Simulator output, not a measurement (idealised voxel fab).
Title: Process Module voxel self aligned contacts
The width of the displayed cross-section, cut, is 235 nm; its cells are square, with a size of 5 nm.
The cross-sections in this document take the form of a grid made of square cells. They are written out as bands, in order from top to bottom. Each band consists of one or more rows of cells.
Read a band's entry like this: the first values are the height of its top and the height of its bottom in nm, and what follows is the sequence of materials from left to right, each with its width in nm. Note that "empty" is empty space, and that a single material marked "full width" reaches across the band from edge to edge.
Height is counted from the level 0, under which the received wafer is composed throughout of one material. The lowest of the bands is not closed at the bottom but continues downward, in the notation "0 down".
Note: "30..40" means the width goes from the first number (top row of the band) to the second number (bottom row) in equal steps per row of cells.
Given "identical to before" for a step, no cell of the cross-section differs between before and after that step.
In the "Enclosed void catalog" entry, you get each enclosed empty space of 8 cells or more, one with no open way to the top, written width x height at distance, distance from the left edge, in nm.
That trailing text on a step's line, after the settings, is the simulator's own remark on the step.
A step's line can hold "overlay nm"; with a mask on that step, the setting says how far right of the planned place the mask lay, while a negative setting says it lay to the left.
# This section lists the process steps that were planned
| 1 | RECEIVE,material Si |
| 2 | OXIDIZE,depth nm 5 |
| 3 | DIRECTIONAL_DEP,material polySi,thk nm 25 |
| 4 | DIRECTIONAL_DEP,material SiN,thk nm 15 |
| 5 | PATTERN,tone cover,mask id GATE,material resist,width nm 30,pitch nm 65,thk nm 15,overlay nm 0 |
| 6 | DIRECTIONAL_ETCH,etch materials SiN,depth nm 15 |
| 7 | DIRECTIONAL_ETCH,etch materials polySi,depth nm 25 |
| 8 | STRIP,etch materials resist |
| 9 | CONFORMAL_DEP,material SiN,thk nm 5 |
| 10 | DIRECTIONAL_ETCH,etch materials SiN,depth nm 5 |
| 11 | FILL_DEP,material SiO2,thk nm 15 |
| 12 | CMP,height nm 45 |
| 13 | DIRECTIONAL_DEP,material aC,thk nm 15 |
| 14 | PATTERN,tone open,mask id CONTACT,material resist,width nm 45,pitch nm 65,thk nm 30,overlay nm 0 |
| 15 | DIRECTIONAL_ETCH,etch materials aC,depth nm 15 |
| 16 | STRIP,etch materials resist |
| 17 | DIRECTIONAL_ETCH,etch materials SiO2,depth nm 50 |
| 18 | STRIP,etch materials aC |
| 19 | CONFORMAL_DEP,material TiN,thk nm 5 |
| 20 | FILL_DEP,material Ru,thk nm 10 |
| 21 | CMP,height nm 35 |
| 22 | CONFORMAL_DEP,material SiCN,thk nm 5 |
Don't read the plan's height nm for step 21 as applying to every wafer: that's the first wafer's value, and the wafers differ in it, though they all start identical.
# The first of several wafers as received, shown in cross-section; this is its state after step 1
	0 down = Si full width
	Enclosed void catalog: none
# The first of several wafers, seen in cross-section after the module's last step, step 22
	40 to 35 = SiCN full width
	35 to 25 = 30 of SiO2; 40 of SiN; 5 of TiN; 15 of Ru; 5 of TiN; 40 of SiN; 5 of TiN; 15 of Ru; 5 of TiN; 40 of SiN; 35 of SiO2
	25 to 0 = 30 of SiO2; 5 of SiN; 30 of polySi; 5 of SiN; 5 of TiN; 15 of Ru; 5 of TiN; 5 of SiN; 30 of polySi; 5 of SiN; 5 of TiN; 15 of Ru; 5 of TiN; 5 of SiN; 30 of polySi; 5 of SiN; 35 of SiO2
	0 to -5 = 70 of SiO2; 25 of TiN; 40 of SiO2; 25 of TiN; 75 of SiO2
	-5 down = Si full width
	Enclosed void catalog: none
# At the end of the module, the last of several wafers in cross-section
	65 to 60 = SiCN full width
	60 to 50 = Ru full width
	50 to 45 = 65 of TiN; 35 of Ru; 30 of TiN; 35 of Ru; 70 of TiN
	45 to 40 = 60 of SiO2; 15 of TiN; 15 of Ru; 15 of TiN; 20 of SiO2; 15 of TiN; 15 of Ru; 15 of TiN; 65 of SiO2
	40 to 25 = 30 of SiO2; 40 of SiN; 5 of TiN; 15 of Ru; 5 of TiN; 40 of SiN; 5 of TiN; 15 of Ru; 5 of TiN; 40 of SiN; 35 of SiO2
	25 to 0 = 30 of SiO2; 5 of SiN; 30 of polySi; 5 of SiN; 5 of TiN; 15 of Ru; 5 of TiN; 5 of SiN; 30 of polySi; 5 of SiN; 5 of TiN; 15 of Ru; 5 of TiN; 5 of SiN; 30 of polySi; 5 of SiN; 35 of SiO2
	0 to -5 = 70 of SiO2; 25 of TiN; 40 of SiO2; 25 of TiN; 75 of SiO2
	-5 down = Si full width
	Enclosed void catalog: none
# For your reference, the table is organized with a row per wafer; each row reflects the wafer at the end of the module, indicating for each material the cells gained (+) or lost (-) since receipt, and thereafter its closed voids
height nm 35, +42 Ru, -47 Si, +47 SiCN, +78 SiN, +128 SiO2, +38 TiN, +90 polySi, Enclosed void catalog: none
height nm 40, +48 Ru, -47 Si, +47 SiCN, +102 SiN, +141 SiO2, +42 TiN, +90 polySi, Enclosed void catalog: none
height nm 45, +54 Ru, -47 Si, +47 SiCN, +102 SiN, +170 SiO2, +54 TiN, +90 polySi, Enclosed void catalog: none
height nm 50, +68 Ru, -47 Si, +47 SiCN, +102 SiN, +170 SiO2, +87 TiN, +90 polySi, Enclosed void catalog: none
height nm 55, +115 Ru, -47 Si, +47 SiCN, +102 SiN, +170 SiO2, +87 TiN, +90 polySi, Enclosed void catalog: none
height nm 60, +162 Ru, -47 Si, +47 SiCN, +102 SiN, +170 SiO2, +87 TiN, +90 polySi, Enclosed void catalog: none
